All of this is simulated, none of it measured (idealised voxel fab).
process module | voxel wiring stack
cross-section cut | 205 nm wide | cells 5 nm
A cross-section is a grid of square cells, given in bands from the top down. A band is one or more rows of cells.
Each band's line starts with the height of the band's top and of its bottom, in nm. Then come its materials from left to right, each with its width in nm. One material with "throughout" fills the band from edge to edge. "air" is empty space.
Height 0 is the level under which the wafer as received is all one material. The lowest band goes on downwards, as in "0 down".
A width such as "30 to 40" changes by the same amount from each row of cells to the next, from the band's top row to its bottom row.
"no change" after a step means that no cell of the cross-section changed.
closed voids: empty space of 8 cells or more with no open way to the top, each as width x height at its distance from the left edge, in nm
after a step's settings: what the simulator itself notes on the step
overlay nm, on a step with a mask: how far to the right of its planned place the mask lay; to the left if negative
plan
1 op RECEIVE | material Si
2 op CONFORMAL_DEP | material SiO2 | thk nm 15
3 op DIRECTIONAL_DEP | material TiN | thk nm 5
4 op DIRECTIONAL_DEP | material W | thk nm 25
5 op DIRECTIONAL_DEP | material aC | thk nm 15
6 op PATTERN | tone cover | mask id METAL_1 | material resist | width nm 20 | pitch nm 40 | thk nm 30 | overlay nm 0
7 op DIRECTIONAL_ETCH | etch materials aC | depth nm 15
8 op STRIP | etch materials resist
9 op DIRECTIONAL_ETCH | etch materials W | depth nm 25
10 op DIRECTIONAL_ETCH | etch materials TiN | depth nm 5
11 op STRIP | etch materials aC
12 op CONFORMAL_DEP | material SiCN | thk nm 5
13 op FILL_DEP | material SiO2 | thk nm 5
14 op CMP | height nm 45
15 op CONFORMAL_DEP | material SiCN | thk nm 5
16 op DIRECTIONAL_DEP | material lowk | thk nm 30
17 op MASKED_ETCH | tone open | mask id METAL_2_HOLES | width nm 15 | pitch nm 80 | etch materials lowk | depth nm 30 | overlay nm 0
18 op PATTERN | tone open | mask id METAL_2 | material resist | width nm 20 | pitch nm 40 | thk nm 20 | overlay nm 0
19 op DIRECTIONAL_ETCH | etch materials lowk | depth nm 15
20 op DIRECTIONAL_ETCH | etch materials SiCN | depth nm 5
21 op STRIP | etch materials resist
22 op CONFORMAL_DEP | material TiN | thk nm 5
23 op FILL_DEP | material Cu | thk nm 5
24 op CMP | height nm 80
25 op CONFORMAL_DEP | material SiCN | thk nm 5
26 op DIRECTIONAL_DEP | material SiO2 | thk nm 30
27 op MASKED_ETCH | tone open | mask id METAL_3 | width nm 20 | pitch nm 40 | etch materials SiO2 | depth nm 15 | overlay nm 0
28 op MASKED_ETCH | tone open | mask id METAL_3_HOLES | width nm 15 | pitch nm 80 | etch materials SiO2 | depth nm 15 | overlay nm 0
29 op MASKED_ETCH | tone open | mask id METAL_3_HOLES | width nm 15 | pitch nm 80 | etch materials SiCN | depth nm 5 | overlay nm 0
30 op CONFORMAL_DEP | material TiN | thk nm 5
31 op FILL_DEP | material Ru | thk nm 5
32 op CMP | height nm 115
33 op CONFORMAL_DEP | material SiCN | thk nm 5
34 op DIRECTIONAL_DEP | material SiO2 | thk nm 25
35 op MASKED_ETCH | tone open | mask id METAL_4 | width nm 20 | pitch nm 40 | etch materials SiO2 | depth nm 15 | overlay nm 0
36 op PATTERN | tone open | mask id METAL_4_HOLES | material resist | width nm 15 | pitch nm 80 | thk nm 20 | overlay nm -15
37 op DIRECTIONAL_ETCH | etch materials SiO2 | depth nm 10
38 op DIRECTIONAL_ETCH | etch materials SiCN | depth nm 5
39 op STRIP | etch materials resist
40 op CONFORMAL_DEP | material TiN | thk nm 5
41 op FILL_DEP | material Ru | thk nm 10
42 op CMP | height nm 145
43 op CONFORMAL_DEP | material SiN | thk nm 5
varied across the wafers: overlay nm of step 36. The plan shows the first wafer's value. All wafers start alike
first wafer as received, after step 1
  0 down: Si throughout
  closed voids: none
first wafer at the end, after step 43
  150 to 145: SiN throughout
  145 to 135: SiO2 15 | TiN 5 to 20 | Ru 25 to 10 | TiN 5 | SiO2 20 | TiN 5 | Ru 10 | TiN 5 | SiO2 5 | TiN 5 to 20 | Ru 25 to 10 | TiN 5 | SiO2 20 | TiN 5 | Ru 10 | TiN 5 | SiO2 35
  135 to 130: SiO2 30 | TiN 20 | SiO2 20 | TiN 20 | SiO2 20 | TiN 20 | SiO2 20 | TiN 20 | SiO2 35
  130 to 120: SiO2 throughout
  120 to 115: SiCN throughout
  115 to 105: SiO2 30 | TiN 5 | Ru 10 | TiN 5 | SiO2 20 | TiN 5 | Ru 10 | TiN 5 | SiO2 20 | TiN 5 | Ru 10 | TiN 5 | SiO2 20 | TiN 5 | Ru 10 | TiN 5 | SiO2 35
  105 to 100: SiO2 30 | TiN 5 | Ru 5 | TiN 10 | SiO2 20 | TiN 20 | SiO2 20 | TiN 5 | Ru 5 | TiN 10 | SiO2 20 | TiN 20 | SiO2 35
  100 to 85: SiO2 30 | TiN 5 | Ru 5 | TiN 5 | SiO2 65 | TiN 5 | Ru 5 | TiN 5 | SiO2 80
  85 to 80: SiCN 30 | TiN 15 | SiCN 65 | TiN 15 | SiCN 80
  80 to 70: lowk 30 | TiN 5 | Cu 10 | TiN 5 | lowk 20 | TiN 5 | Cu 10 | TiN 5 | lowk 20 | TiN 5 | Cu 10 | TiN 5 | lowk 20 | TiN 5 | Cu 10 | TiN 5 | lowk 35
  70 to 65: lowk 30 | TiN 5 | Cu 5 | TiN 10 | lowk 20 | TiN 20 | lowk 20 | TiN 5 | Cu 5 | TiN 10 | lowk 20 | TiN 20 | lowk 35
  65 to 50: lowk 30 | TiN 5 | Cu 5 | TiN 5 | lowk 65 | TiN 5 | Cu 5 | TiN 5 | lowk 80
  50 to 45: SiCN 30 | TiN 15 | SiCN 65 | TiN 15 | SiCN 80
  45 to 20: SiO2 25 | SiCN 5 | W 20 | SiCN 5 | SiO2 10 | SiCN 5 | W 20 | SiCN 5 | SiO2 10 | SiCN 5 | W 20 | SiCN 5 | SiO2 10 | SiCN 5 | W 20 | SiCN 5 | SiO2 30
  20 to 15: SiCN 30 | TiN 20 | SiCN 20 | TiN 20 | SiCN 20 | TiN 20 | SiCN 20 | TiN 20 | SiCN 35
  15 to 0: SiO2 throughout
  0 down: Si throughout
  closed voids: none
last wafer at the end
  150 to 145: SiN throughout
  145 to 135: SiO2 30 | TiN 5 | Ru 20 to 10 | TiN 5 to 15 | SiO2 10 | TiN 5 | Ru 10 | TiN 5 | SiO2 20 | TiN 5 | Ru 20 to 10 | TiN 5 to 15 | SiO2 10 | TiN 5 | Ru 10 | TiN 5 | SiO2 35
  135 to 130: SiO2 30 | TiN 20 | SiO2 20 | TiN 20 | SiO2 20 | TiN 20 | SiO2 20 | TiN 20 | SiO2 35
  130 to 120: SiO2 45 | TiN 5 | SiO2 75 | TiN 5 | SiO2 75
  120 to 115: SiCN 45 | TiN 5 | SiCN 75 | TiN 5 | SiCN 75
  115 to 105: SiO2 30 | TiN 5 | Ru 10 | TiN 5 | SiO2 20 | TiN 5 | Ru 10 | TiN 5 | SiO2 20 | TiN 5 | Ru 10 | TiN 5 | SiO2 20 | TiN 5 | Ru 10 | TiN 5 | SiO2 35
  105 to 100: SiO2 30 | TiN 5 | Ru 5 | TiN 10 | SiO2 20 | TiN 20 | SiO2 20 | TiN 5 | Ru 5 | TiN 10 | SiO2 20 | TiN 20 | SiO2 35
  100 to 85: SiO2 30 | TiN 5 | Ru 5 | TiN 5 | SiO2 65 | TiN 5 | Ru 5 | TiN 5 | SiO2 80
  85 to 80: SiCN 30 | TiN 15 | SiCN 65 | TiN 15 | SiCN 80
  80 to 70: lowk 30 | TiN 5 | Cu 10 | TiN 5 | lowk 20 | TiN 5 | Cu 10 | TiN 5 | lowk 20 | TiN 5 | Cu 10 | TiN 5 | lowk 20 | TiN 5 | Cu 10 | TiN 5 | lowk 35
  70 to 65: lowk 30 | TiN 5 | Cu 5 | TiN 10 | lowk 20 | TiN 20 | lowk 20 | TiN 5 | Cu 5 | TiN 10 | lowk 20 | TiN 20 | lowk 35
  65 to 50: lowk 30 | TiN 5 | Cu 5 | TiN 5 | lowk 65 | TiN 5 | Cu 5 | TiN 5 | lowk 80
  50 to 45: SiCN 30 | TiN 15 | SiCN 65 | TiN 15 | SiCN 80
  45 to 20: SiO2 25 | SiCN 5 | W 20 | SiCN 5 | SiO2 10 | SiCN 5 | W 20 | SiCN 5 | SiO2 10 | SiCN 5 | W 20 | SiCN 5 | SiO2 10 | SiCN 5 | W 20 | SiCN 5 | SiO2 30
  20 to 15: SiCN 30 | TiN 20 | SiCN 20 | TiN 20 | SiCN 20 | TiN 20 | SiCN 20 | TiN 20 | SiCN 35
  15 to 0: SiO2 throughout
  0 down: Si throughout
  closed voids: none
each wafer at the end: cells of each material gained (+) or lost (-) since it was received, then its closed voids
overlay nm -15 | +24 Cu | +46 Ru | +176 SiCN | +41 SiN | +533 SiO2 | +150 TiN | +80 W | +180 lowk | closed voids: none
overlay nm -10 | +24 Cu | +44 Ru | +174 SiCN | +41 SiN | +533 SiO2 | +154 TiN | +80 W | +180 lowk | closed voids: none
overlay nm -5 | +24 Cu | +42 Ru | +172 SiCN | +41 SiN | +533 SiO2 | +158 TiN | +80 W | +180 lowk | closed voids: none
overlay nm 0 | +24 Cu | +46 Ru | +170 SiCN | +41 SiN | +533 SiO2 | +156 TiN | +80 W | +180 lowk | closed voids: none
overlay nm 5 | +24 Cu | +46 Ru | +170 SiCN | +41 SiN | +533 SiO2 | +156 TiN | +80 W | +180 lowk | closed voids: none
overlay nm 10 | +24 Cu | +42 Ru | +172 SiCN | +41 SiN | +533 SiO2 | +158 TiN | +80 W | +180 lowk | closed voids: none
overlay nm 15 | +24 Cu | +44 Ru | +174 SiCN | +41 SiN | +533 SiO2 | +154 TiN | +80 W | +180 lowk | closed voids: none
